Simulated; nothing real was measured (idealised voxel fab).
Name of the process module below: voxel transistor to metal
Square cells of 5 nm make up the cross-section cut, whose width is 185 nm.
The cross-sections in this document take the form of a grid made of square cells. They are written out as bands, in order from top to bottom. Each band consists of one or more rows of cells. Look at the band entry: it leads with the top's height and the bottom's height in nm. Then it lists the materials left to right, with a width in nm for each. The word "all across" on a single material says that material fills the band edge to edge. The word "air" is empty space. The level at which height equals 0 is the one under which the wafer, as it arrives, is entirely one material. No lower edge exists for the bottom band, which continues downward and is notated as in "0 and below". Think of "30->40" as a width that walks from the first number to the second as you go down the band, top row to bottom row, taking equal-sized steps from row to row. For the purposes of this document, the phrase "no change occurred" attached to a step denotes that no cell within the cross-section was modified by that step. So "Closed void inventory" is basically the list of trapped voids: any empty space of 8 cells or more that can't reach the top through an opening. They're written width x height at distance, the distance being from the left edge, and it's all nm. Step line, after settings: the simulator's comment on this step. "overlay nm" denotes, for a step that has a mask, the displacement of the mask to the right of its planned place, with negative values corresponding to the left.

**The steps planned for the process are as follows**
step 1: RECEIVE with material Si
step 2: CONFORMAL_DEP with material SiO2, thk nm 5
step 3: CONFORMAL_DEP with material SiN, thk nm 10
step 4: DIRECTIONAL_DEP with material aC, thk nm 10
step 5: PATTERN with tone cover, mask id ACTIVE, material resist, width nm 95, thk nm 30, overlay nm 0
step 6: DIRECTIONAL_ETCH with etch materials aC, depth nm 10
step 7: STRIP with etch materials resist
step 8: DIRECTIONAL_ETCH with etch materials SiN, depth nm 10
step 9: DIRECTIONAL_ETCH with etch materials SiO2, depth nm 5
step 10: DIRECTIONAL_ETCH with etch materials Si, depth nm 25
step 11: STRIP with etch materials aC
step 12: FILL_DEP with material SiO2, thk nm 15
step 13: CMP with height nm 15
step 14: SELECTIVE_ETCH with etch materials SiO2, depth nm 5
step 15: STRIP with etch materials SiN
step 16: SELECTIVE_ETCH with etch materials SiO2, depth nm 5
step 17: OXIDIZE with depth nm 5
step 18: DIRECTIONAL_DEP with material polySi, thk nm 25
step 19: DIRECTIONAL_DEP with material SiCN, thk nm 15
step 20: MASKED_ETCH with tone cover, mask id GATE, width nm 25, etch materials SiCN, depth nm 25, overlay nm 0
step 21: MASKED_ETCH with tone cover, mask id GATE, width nm 25, etch materials polySi, depth nm 35, overlay nm 0
step 22: CONFORMAL_DEP with material SiN, thk nm 5
step 23: DIRECTIONAL_ETCH with etch materials SiN, depth nm 5
step 24: DIRECTIONAL_ETCH with etch materials SiO2, depth nm 5
step 25: EPI with material SiGe, thk nm 5
step 26: FILL_DEP with material SiO2, thk nm 10
step 27: CMP with height nm 25
step 28: STRIP with etch materials polySi
step 29: SELECTIVE_ETCH with etch materials SiO2, depth nm 5
step 30: CONFORMAL_DEP with material HfO2, thk nm 5
step 31: CONFORMAL_DEP with material TiN, thk nm 5
step 32: FILL_DEP with material W, thk nm 10
step 33: CMP with height nm 20
step 34: DIRECTIONAL_DEP with material SiO2, thk nm 15
step 35: MASKED_ETCH with tone open, mask id CONTACT, width nm 15, pitch nm 70, etch materials SiO2, depth nm 35, overlay nm 0
step 36: CONFORMAL_DEP with material TiN, thk nm 5
step 37: FILL_DEP with material Ru, thk nm 5
step 38: CMP with height nm 35
step 39: DIRECTIONAL_DEP with material TiN, thk nm 5
step 40: DIRECTIONAL_DEP with material Ru, thk nm 15
step 41: MASKED_ETCH with tone cover, mask id METAL_1, width nm 15, pitch nm 70, etch materials Ru, depth nm 15, overlay nm 0
step 42: MASKED_ETCH with tone cover, mask id METAL_1, width nm 15, pitch nm 70, etch materials TiN, depth nm 5, overlay nm 0
step 43: CONFORMAL_DEP with material SiCN, thk nm 5
step 44: FILL_DEP with material lowk, thk nm 5
step 45: CMP with height nm 55
step 46: CONFORMAL_DEP with material SiCN, thk nm 5
step 47: DIRECTIONAL_DEP with material lowk, thk nm 25
step 48: DIRECTIONAL_DEP with material aC, thk nm 10
step 49: PATTERN with tone open, mask id METAL_2, material resist, width nm 15, pitch nm 70, thk nm 30, overlay nm 0
step 50: DIRECTIONAL_ETCH with etch materials aC, depth nm 10
step 51: STRIP with etch materials resist
step 52: DIRECTIONAL_ETCH with etch materials lowk, depth nm 15
step 53: STRIP with etch materials aC
step 54: MASKED_ETCH with tone open, mask id METAL_2_HOLES, width nm 15, pitch nm 70, etch materials lowk, depth nm 10, overlay nm 0
step 55: MASKED_ETCH with tone open, mask id METAL_2_HOLES, width nm 15, pitch nm 70, etch materials SiCN, depth nm 5, overlay nm 0
step 56: CONFORMAL_DEP with material TiN, thk nm 5
step 57: FILL_DEP with material Cu, thk nm 5
step 58: CMP with height nm 85
step 59: CONFORMAL_DEP with material SiCN, thk nm 5

**Cross-section of the wafer as it came to us, i.e., already through step 1**
	0 and below: Si all across
	Closed void inventory: none

**The following cross-section depicts the wafer upon conclusion of the module. Processing commenced from the starting condition illustrated above and adhered to the plan illustrated above, save for one mistake in execution**
	90 down to 85: SiCN all across
	85 down to 60: 50 nm lowk; 5 nm TiN; 5 nm Cu; 5 nm TiN; 55 nm lowk; 5 nm TiN; 5 nm Cu; 5 nm TiN; 50 nm lowk
	60 down to 55: 50 nm SiCN; 15 nm TiN; 55 nm SiCN; 15 nm TiN; 50 nm SiCN
	55 down to 45: 45 nm lowk; 5 nm SiCN; 15 nm Ru; 5 nm SiCN; 45 nm lowk; 5 nm SiCN; 15 nm Ru; 5 nm SiCN; 45 nm lowk
	45 down to 40: 40 nm lowk; 10 nm SiCN; 15 nm Ru; 5 nm SiCN; 40 nm lowk; 10 nm SiCN; 15 nm Ru; 5 nm SiCN; 45 nm lowk
	40 down to 35: 45 nm SiCN; 20 nm TiN; 50 nm SiCN; 20 nm TiN; 50 nm SiCN
	35 down to 20: 50 nm SiO2; 5 nm TiN; 5 nm Ru; 5 nm TiN; 55 nm SiO2; 5 nm TiN; 5 nm Ru; 5 nm TiN; 50 nm SiO2
	20 down to 5: 50 nm SiO2; 5 nm TiN; 5 nm Ru; 5 nm TiN; 10 nm SiO2; 5 nm SiN; 5 nm HfO2; 5 nm TiN; 5 nm W; 5 nm TiN; 5 nm HfO2; 5 nm SiN; 10 nm SiO2; 5 nm TiN; 5 nm Ru; 5 nm TiN; 50 nm SiO2
	5 down to 0: 40 nm SiO2; 5 nm SiN; 5 nm SiO2; 15 nm TiN; 10 nm SiO2; 5 nm SiN; 5 nm HfO2; 15 nm TiN; 5 nm HfO2; 5 nm SiN; 10 nm SiO2; 15 nm TiN; 5 nm SiO2; 5 nm SiN; 40 nm SiO2
	0 down to -5: 45 nm SiO2; 30 nm SiGe; 35 nm HfO2; 30 nm SiGe; 45 nm SiO2
	-5 down to -25: 45 nm SiO2; 95 nm Si; 45 nm SiO2
	-25 and below: Si all across
	Closed void inventory: none
The plan and the run diverged here: step 42 was processed under conditions differing from the plan, specifically as MASKED_ETCH with tone cover, mask id METAL_1, width nm 15, pitch nm 70, etch materials TiN, depth nm 5, overlay nm -5
